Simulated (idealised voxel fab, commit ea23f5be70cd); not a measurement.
process module | voxel wiring stack
cross-section cut | 250 nm wide | cells 5 nm
A cross-section is a grid of square cells, given in bands from the top down. A band is one or more rows of cells.
Each band's line starts with the height of the band's top and of its bottom, in nm. Then come its materials from left to right, each with its width in nm. One material with "throughout" fills the band from edge to edge. "air" is empty space.
Height 0 is the level under which the wafer as received is all one material. The lowest band goes on downwards, as in "0 down".
A width such as "30 to 40" changes by the same amount from each row of cells to the next, from the band's top row to its bottom row.
"no change" after a step means that no cell of the cross-section changed.
closed voids: empty space of 8 cells or more with no open way to the top, each as width x height at its distance from the left edge, in nm
after a step's settings: what the simulator itself notes on the step
overlay nm, on a step with a mask: how far to the right of its planned place the mask lay; to the left if negative
plan
1 op RECEIVE | material Si
2 op CONFORMAL_DEP | material SiO2 | thk nm 15
3 op CONFORMAL_DEP | material SiN | thk nm 5
4 op DIRECTIONAL_DEP | material lowk | thk nm 25
5 op DIRECTIONAL_DEP | material aC | thk nm 10
6 op PATTERN | tone open | mask id METAL_1 | material resist | width nm 25 | pitch nm 45 | thk nm 25 | overlay nm 0
7 op DIRECTIONAL_ETCH | etch materials aC | depth nm 10
8 op STRIP | etch materials resist
9 op DIRECTIONAL_ETCH | etch materials lowk | depth nm 25
10 op DIRECTIONAL_ETCH | etch materials SiN | depth nm 5
11 op STRIP | etch materials aC
12 op CONFORMAL_DEP | material TiN | thk nm 5
13 op FILL_DEP | material W | thk nm 10
14 op CMP | height nm 45
15 op CONFORMAL_DEP | material SiCN | thk nm 5
16 op DIRECTIONAL_DEP | material lowk | thk nm 20
17 op MASKED_ETCH | tone open | mask id PLUG_1 | width nm 15 | pitch nm 90 | etch materials lowk | depth nm 20 | overlay nm 0
18 op MASKED_ETCH | tone open | mask id PLUG_1 | width nm 15 | pitch nm 90 | etch materials SiCN | depth nm 5 | overlay nm 0
19 op EPI | material Ru | thk nm 10
20 op EPI | material Ru | thk nm 10
21 op EPI | material Ru | thk nm 5
22 op CONFORMAL_DEP | material SiN | thk nm 5
23 op DIRECTIONAL_DEP | material lowk | thk nm 25
24 op MASKED_ETCH | tone open | mask id METAL_2 | width nm 25 | pitch nm 45 | etch materials lowk | depth nm 25 | overlay nm 0
25 op MASKED_ETCH | tone open | mask id METAL_2 | width nm 25 | pitch nm 45 | etch materials SiN | depth nm 5 | overlay nm 0
26 op CONFORMAL_DEP | material TiN | thk nm 5
27 op FILL_DEP | material Ru | thk nm 10
28 op CMP | height nm 100
29 op CONFORMAL_DEP | material SiCN | thk nm 5
30 op DIRECTIONAL_DEP | material lowk | thk nm 10
31 op PATTERN | tone open | mask id PLUG_2 | material resist | width nm 15 | pitch nm 45 | thk nm 20 | overlay nm 0
32 op DIRECTIONAL_ETCH | etch materials lowk | depth nm 10
33 op DIRECTIONAL_ETCH | etch materials SiCN | depth nm 5
34 op STRIP | etch materials resist
35 op CONFORMAL_DEP | material TiN | thk nm 5
36 op FILL_DEP | material W | thk nm 10
37 op CMP | height nm 115
38 op DIRECTIONAL_DEP | material TiN | thk nm 5
39 op DIRECTIONAL_DEP | material W | thk nm 15
40 op DIRECTIONAL_DEP | material aC | thk nm 10
41 op PATTERN | tone cover | mask id METAL_3 | material resist | width nm 25 | pitch nm 45 | thk nm 30 | overlay nm 0
42 op DIRECTIONAL_ETCH | etch materials aC | depth nm 10
43 op STRIP | etch materials resist
44 op DIRECTIONAL_ETCH | etch materials W | depth nm 15
45 op DIRECTIONAL_ETCH | etch materials TiN | depth nm 5
46 op STRIP | etch materials aC
47 op FILL_DEP | material lowk | thk nm 10
48 op CMP | height nm 135
49 op CONFORMAL_DEP | material SiN | thk nm 5
as received, after step 1
  0 down: Si throughout
  closed voids: none
a wafer at the end: this start, this plan, one mistake
  140 to 135: SiN throughout
  135 to 120: lowk 45 | W 25 | lowk 20 | W 25 | lowk 20 | W 25 | lowk 20 | W 25 | lowk 45
  120 to 115: lowk 45 | TiN 25 | lowk 20 | TiN 25 | lowk 20 | TiN 25 | lowk 20 | TiN 25 | lowk 45
  115 to 105: lowk 45 | TiN 5 | W 5 | TiN 5 | lowk 30 | TiN 5 | W 5 | TiN 5 | lowk 30 | TiN 5 | W 5 | TiN 5 | lowk 30 | TiN 5 | W 5 | TiN 5 | lowk 55
  105 to 100: SiCN 45 | TiN 15 | SiCN 30 | TiN 15 | SiCN 30 | TiN 15 | SiCN 30 | TiN 15 | SiCN 55
  100 to 75: lowk 45 | TiN 5 | Ru 15 | TiN 5 | lowk 20 | TiN 5 | Ru 15 | TiN 5 | lowk 20 | TiN 5 | Ru 15 | TiN 5 | lowk 20 | TiN 5 | Ru 15 | TiN 5 | lowk 45
  75 to 70: SiN 45 | TiN 25 | SiN 20 | TiN 25 | SiN 20 | TiN 25 | SiN 20 | TiN 25 | SiN 45
  70 to 65: SiCN 45 | SiN 5 | TiN 5 | SiN 5 | SiCN 75 | SiN 5 | TiN 5 | SiN 5 | SiCN 100
  65 to 45: lowk throughout
  45 to 20: lowk 45 | TiN 5 | W 15 | TiN 5 | lowk 20 | TiN 5 | W 15 | TiN 5 | lowk 20 | TiN 5 | W 15 | TiN 5 | lowk 20 | TiN 5 | W 15 | TiN 5 | lowk 45
  20 to 15: SiN 45 | TiN 25 | SiN 20 | TiN 25 | SiN 20 | TiN 25 | SiN 20 | TiN 25 | SiN 45
  15 to 0: SiO2 throughout
  0 down: Si throughout
  closed voids: none
what went wrong: steps 15 and 16 were swapped
